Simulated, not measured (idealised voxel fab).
process module | voxel capacitor over wiring
Cross-sectional view cut (width: 290 nm; square cell size: 5 nm).
Cross-section spec: square-cell grid; bands listed top down; each band is one or more rows. Band entry format. Leading values: height of top, height of bottom, nm. Remainder: materials in left-to-right order, each with its width in nm. Special words: "full width" on a single material, which then fills the band edge to edge; "air", empty space. Heads up on the height convention: 0 is the point under which the incoming wafer is all one material, and the lowest band has no bottom, it just keeps going down, like "0 down". You'd read "30 to 40" like this: the band's top row of cells is as wide as the first number, its bottom row is as wide as the second, and going down, every row changes width by the same amount as the row before did. Reading "no change occurred" for a step: not a cell of the cross-section changed in it. "Sealed internal voids" lists enclosed empty spaces (at least 8 cells, no open path upward to the top), each as width x height at distance from the left edge, in nm. Note: text after step settings on the step line = simulator remark on that step. overlay nm: step with mask; distance mask lay right of planned place; negative value = left of planned place.

PLANNED STEP LIST FOR THE PROCESS
| 1 | RECEIVE, material Si |
| 2 | CONFORMAL_DEP, material SiO2, thk nm 10 |
| 3 | CONFORMAL_DEP, material SiCN, thk nm 5 |
| 4 | DIRECTIONAL_DEP, material SiO2, thk nm 20 |
| 5 | MASKED_ETCH, tone open, mask id METAL_1, width nm 20, pitch nm 80, etch materials SiO2, depth nm 20, overlay nm 0 |
| 6 | MASKED_ETCH, tone open, mask id METAL_1, width nm 20, pitch nm 80, etch materials SiCN, depth nm 5, overlay nm 0 |
| 7 | CONFORMAL_DEP, material TiN, thk nm 5 |
| 8 | FILL_DEP, material Cu, thk nm 5 |
| 9 | CMP, height nm 35 |
| 10 | EPI, material Ru, thk nm 5 |
| 11 | FILL_DEP, material SiCN, thk nm 5 |
| 12 | DIRECTIONAL_DEP, material lowk, thk nm 10 |
| 13 | MASKED_ETCH, tone open, mask id PLUG_1, width nm 15, etch materials lowk, depth nm 10, overlay nm 0 |
| 14 | MASKED_ETCH, tone open, mask id PLUG_1, width nm 15, etch materials SiCN, depth nm 5, overlay nm 0 |
| 15 | CONFORMAL_DEP, material TiN, thk nm 5 |
| 16 | FILL_DEP, material Ru, thk nm 5 |
| 17 | CMP, height nm 55 |
| 18 | DIRECTIONAL_DEP, material TiN, thk nm 5 |
| 19 | DIRECTIONAL_DEP, material Al2O3, thk nm 5 |
| 20 | DIRECTIONAL_DEP, material TiN, thk nm 5 |
| 21 | MASKED_ETCH, tone cover, mask id UPPER_PLATE, width nm 65, etch materials TiN, depth nm 5, overlay nm 0 |
| 22 | MASKED_ETCH, tone cover, mask id UPPER_PLATE, width nm 65, etch materials Al2O3, depth nm 5, overlay nm 0 |
| 23 | MASKED_ETCH, tone cover, mask id LOWER_PLATE, width nm 75, etch materials TiN, depth nm 5, overlay nm 0 |
| 24 | FILL_DEP, material SiO2, thk nm 15 |
| 25 | CMP, height nm 80 |
| 26 | MASKED_ETCH, tone open, mask id PLUG_2, width nm 15, etch materials SiO2, depth nm 10, overlay nm 0 |
| 27 | CONFORMAL_DEP, material TiN, thk nm 5 |
| 28 | FILL_DEP, material Cu, thk nm 5 |
| 29 | CMP, height nm 80 |
| 30 | CONFORMAL_DEP, material SiN, thk nm 5 |

SHOWN IN CROSS-SECTION IS THE WAFER AS RECEIVED, THAT IS, AS IT STANDS AFTER STEP 1
  0 down | Si full width
  Sealed internal voids: none

SECTIONED VIEW, FIRST OF TWO WAFERS, AT THE CLOSE OF THE MODULE, PROCESSED AS INTENDED IN THE PLAN
  85 to 80 | SiN full width
  80 to 75 | SiO2=110  TiN=5  Cu=5  TiN=5  SiO2=165
  75 to 65 | SiO2=110 to 100  TiN=15 to 65  SiO2=165 to 125
  65 to 60 | SiO2=100  Al2O3=65  SiO2=125
  60 to 55 | SiO2=95  TiN=75  SiO2=120
  55 to 45 | lowk=100  TiN=5  Ru=5  TiN=5  lowk=175
  45 to 40 | SiCN=100  TiN=15  SiCN=175
  40 to 35 | SiCN=90  Ru=30  SiCN=50  Ru=30  SiCN=90
  35 to 15 | SiO2=95  TiN=5  Cu=10  TiN=5  SiO2=60  TiN=5  Cu=10  TiN=5  SiO2=95
  15 to 10 | SiCN=95  TiN=20  SiCN=60  TiN=20  SiCN=95
  10 to 0 | SiO2 full width
  0 down | Si full width
  Sealed internal voids: none

THE SECOND WAFER, SHOWN IN CROSS-SECTION AFTER THE MODULE: STARTED THE SAME WAY AS THE FIRST AND GIVEN THE SAME PLAN, YET ONE MISTAKE CREPT INTO HOW IT WAS RUN
  85 to 80 | lowk full width
  80 to 75 | SiO2=110  TiN=5  Cu=5  TiN=5  SiO2=165
  75 to 65 | SiO2=110 to 100  TiN=15 to 65  SiO2=165 to 125
  65 to 60 | SiO2=100  Al2O3=65  SiO2=125
  60 to 55 | SiO2=95  TiN=75  SiO2=120
  55 to 45 | lowk=100  TiN=5  Ru=5  TiN=5  lowk=175
  45 to 40 | SiCN=100  TiN=15  SiCN=175
  40 to 35 | SiCN=90  Ru=30  SiCN=50  Ru=30  SiCN=90
  35 to 15 | SiO2=95  TiN=5  Cu=10  TiN=5  SiO2=60  TiN=5  Cu=10  TiN=5  SiO2=95
  15 to 10 | SiCN=95  TiN=20  SiCN=60  TiN=20  SiCN=95
  10 to 0 | SiO2 full width
  0 down | Si full width
  Sealed internal voids: none
what went wrong: step 30 did not use the planned setting and instead ran as CONFORMAL_DEP, material lowk, thk nm 5
Once processing is complete, comparing cell counts shows that the second wafer has more or fewer of certain materials than the first: -58 SiN, +58 lowk
